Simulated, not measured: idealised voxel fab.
The process module that follows is named voxel self aligned contacts.
Cross-section cut spans 215 nm and uses square cells 5 nm in size.
In what follows, cross-sections appear as grids of square cells, described through bands that run from the top down, where every band is one or more rows of cells.
Top, bottom (nm), then materials left to right with widths (nm); lone material tagged "full width" fills the whole band edge to edge; "blank" = empty space.
Heights are expressed relative to 0, this being the level below which the as-received wafer comprises one material exclusively. The lowest band is unbounded in the downward direction and is denoted as in "0 -> down".
Per-row width for "30..40": begins at first number (top row of band), ends at second number (bottom row), increment between rows held constant.
Step note "no change" = no cross-section cell changed.
In the "Fully sealed voids" entry, you get each enclosed empty space of 8 cells or more, one with no open way to the top, written width x height at distance, distance from the left edge, in nm.
What comes after the settings on a step's line is commentary from the simulator itself on that step.
For masked steps, "overlay nm" on the step line gives how far right of plan the mask actually lay; a minus sign means it lay to the left.
The steps planned for the process are as follows
1,RECEIVE [material Si]
2,OXIDIZE [depth nm 5]
3,DIRECTIONAL_DEP [material polySi] [thk nm 20]
4,DIRECTIONAL_DEP [material SiN] [thk nm 20]
5,MASKED_ETCH [tone cover] [mask id GATE] [width nm 30] [pitch nm 55] [etch materials SiN] [depth nm 20] [overlay nm 0]
6,MASKED_ETCH [tone cover] [mask id GATE] [width nm 30] [pitch nm 55] [etch materials polySi] [depth nm 20] [overlay nm 0]
7,CONFORMAL_DEP [material SiN] [thk nm 5]
8,DIRECTIONAL_ETCH [etch materials SiN] [depth nm 5]
9,FILL_DEP [material SiO2] [thk nm 15]
10,CMP [height nm 50]
11,MASKED_ETCH [tone open] [mask id CONTACT] [width nm 35] [etch materials SiO2] [depth nm 55] [overlay nm 0]
12,CONFORMAL_DEP [material TiN] [thk nm 5]
13,FILL_DEP [material Ru] [thk nm 10]
14,CMP [height nm 50]
15,CONFORMAL_DEP [material SiCN] [thk nm 5]
Of two wafers, the first: run according to plan
Cross-section of the incoming wafer, state after step 1
0 -> down  Si full width
Fully sealed voids: none
Presented here is a cross-section of the wafer after step 2 has been performed
0 -> -5  SiO2 full width
Nothing below the height -5 has changed.
Presented here is a cross-section of the wafer after step 3 has been performed
20 -> 0  polySi full width
Nothing below the height 0 has changed.
Presented here is a cross-section of the wafer after step 4 has been performed
40 -> 20  SiN full width
Nothing below the height 20 has changed.
Presented here is a cross-section of the wafer after step 5 has been performed
40 -> 20  blank 65, SiN 30, blank 25, SiN 30, blank 65
Nothing below the height 20 has changed.
Presented here is a cross-section of the wafer after step 6 has been performed
40 -> 20  blank 65, SiN 30, blank 25, SiN 30, blank 65
20 -> 0  blank 65, polySi 30, blank 25, polySi 30, blank 65
Nothing below the height 0 has changed.
Presented here is a cross-section of the wafer after step 7 has been performed
45 -> 20  blank 60, SiN 40, blank 15, SiN 40, blank 60
20 -> 5  blank 60, SiN 5, polySi 30, SiN 5, blank 15, SiN 5, polySi 30, SiN 5, blank 60
5 -> 0  SiN 65, polySi 30, SiN 25, polySi 30, SiN 65
Nothing below the height 0 has changed.
Presented here is a cross-section of the wafer after step 8 has been performed
40 -> 20  blank 60, SiN 40, blank 15, SiN 40, blank 60
20 -> 0  blank 60, SiN 5, polySi 30, SiN 5, blank 15, SiN 5, polySi 30, SiN 5, blank 60
Nothing below the height 0 has changed.
Presented here is a cross-section of the wafer after step 9 has been performed
55 -> 40  SiO2 full width
40 -> 20  SiO2 60, SiN 40, SiO2 15, SiN 40, SiO2 60
20 -> 0  SiO2 60, SiN 5, polySi 30, SiN 5, SiO2 15, SiN 5, polySi 30, SiN 5, SiO2 60
Nothing below the height 0 has changed.
Presented here is a cross-section of the wafer after step 10 has been performed
50 -> 40  SiO2 full width
Nothing below the height 40 has changed.
Presented here is a cross-section of the wafer after step 11 has been performed
50 -> 40  SiO2 90, blank 35, SiO2 90
40 -> 20  SiO2 60, SiN 40, blank 15, SiN 40, SiO2 60
20 -> 0  SiO2 60, SiN 5, polySi 30, SiN 5, blank 15, SiN 5, polySi 30, SiN 5, SiO2 60
0 -> -5  SiO2 100, blank 15, SiO2 100
Nothing below the height -5 has changed.
Presented here is a cross-section of the wafer after step 12 has been performed
55 -> 50  TiN 95, blank 25, TiN 95
50 -> 40  SiO2 90, TiN 5..15, blank 25..5, TiN 5..15, SiO2 90
40 -> 20  SiO2 60, SiN 40, TiN 5, blank 5, TiN 5, SiN 40, SiO2 60
20 -> 0  SiO2 60, SiN 5, polySi 30, SiN 5, TiN 5, blank 5, TiN 5, SiN 5, polySi 30, SiN 5, SiO2 60
0 -> -5  SiO2 100, TiN 15, SiO2 100
Nothing below the height -5 has changed.
Presented here is a cross-section of the wafer after step 13 has been performed
65 -> 55  Ru full width
55 -> 50  TiN 95, Ru 25, TiN 95
50 -> 40  SiO2 90, TiN 5..15, Ru 25..5, TiN 5..15, SiO2 90
40 -> 20  SiO2 60, SiN 40, TiN 5, Ru 5, TiN 5, SiN 40, SiO2 60
20 -> 0  SiO2 60, SiN 5, polySi 30, SiN 5, TiN 5, Ru 5, TiN 5, SiN 5, polySi 30, SiN 5, SiO2 60
Nothing below the height 0 has changed.
Presented here is a cross-section of the wafer after step 14 has been performed
50 -> 40  SiO2 90, TiN 5..15, Ru 25..5, TiN 5..15, SiO2 90
Nothing below the height 40 has changed.
Presented here is a cross-section of the wafer after step 15 has been performed
55 -> 50  SiCN full width
Nothing below the height 50 has changed.
Here the second wafer is described. Its start and its plan were those of the first wafer. Its run contained one mistake. Up to and including step 4, it did exactly what the first wafer did
Second wafer profile in section, at the moment step 5 of the plan was meant to be complete
40 -> 20  SiN 65, blank 30, SiN 25, blank 30, SiN 65
Nothing below the height 20 has changed.
Second wafer profile in section, at the moment step 6 of the plan was meant to be complete: no change
Second wafer profile in section, at the moment step 7 of the plan was meant to be complete
45 -> 25  SiN 70, blank 20, SiN 35, blank 20, SiN 70
25 -> 20  SiN full width
Nothing below the height 20 has changed.
Second wafer profile in section, at the moment step 8 of the plan was meant to be complete
40 -> 20  SiN 70, blank 20, SiN 35, blank 20, SiN 70
Nothing below the height 20 has changed.
Second wafer profile in section, at the moment step 9 of the plan was meant to be complete
55 -> 40  SiO2 full width
40 -> 20  SiN 70, SiO2 20, SiN 35, SiO2 20, SiN 70
Nothing below the height 20 has changed.
Second wafer profile in section, at the moment step 10 of the plan was meant to be complete
50 -> 40  SiO2 full width
Nothing below the height 40 has changed.
Second wafer profile in section, at the moment step 11 of the plan was meant to be complete
50 -> 40  SiO2 90, blank 35, SiO2 90
Nothing below the height 40 has changed.
Second wafer profile in section, at the moment step 12 of the plan was meant to be complete
55 -> 50  TiN 95, blank 25, TiN 95
50 -> 45  SiO2 90, TiN 5, blank 25, TiN 5, SiO2 90
45 -> 40  SiO2 90, TiN 35, SiO2 90
Nothing below the height 40 has changed.
Second wafer profile in section, at the moment step 13 of the plan was meant to be complete
65 -> 55  Ru full width
55 -> 50  TiN 95, Ru 25, TiN 95
50 -> 45  SiO2 90, TiN 5, Ru 25, TiN 5, SiO2 90
Nothing below the height 45 has changed.
Second wafer profile in section, at the moment step 14 of the plan was meant to be complete
50 -> 45  SiO2 90, TiN 5, Ru 25, TiN 5, SiO2 90
Nothing below the height 45 has changed.
Second wafer profile in section, at the moment step 15 of the plan was meant to be complete
55 -> 50  SiCN full width
Nothing below the height 50 has changed.
Against the plan, the run slipped here: step 5 ran as: MASKED_ETCH [tone open] [mask id GATE] [width nm 30] [pitch nm 55] [etch materials SiN] [depth nm 20] [overlay nm 0]
Cell-count delta at end, second wafer over first, by material: Ru: 9 fewer; SiN: 60 more; SiO2: 157 fewer; TiN: 18 fewer; polySi: 124 more
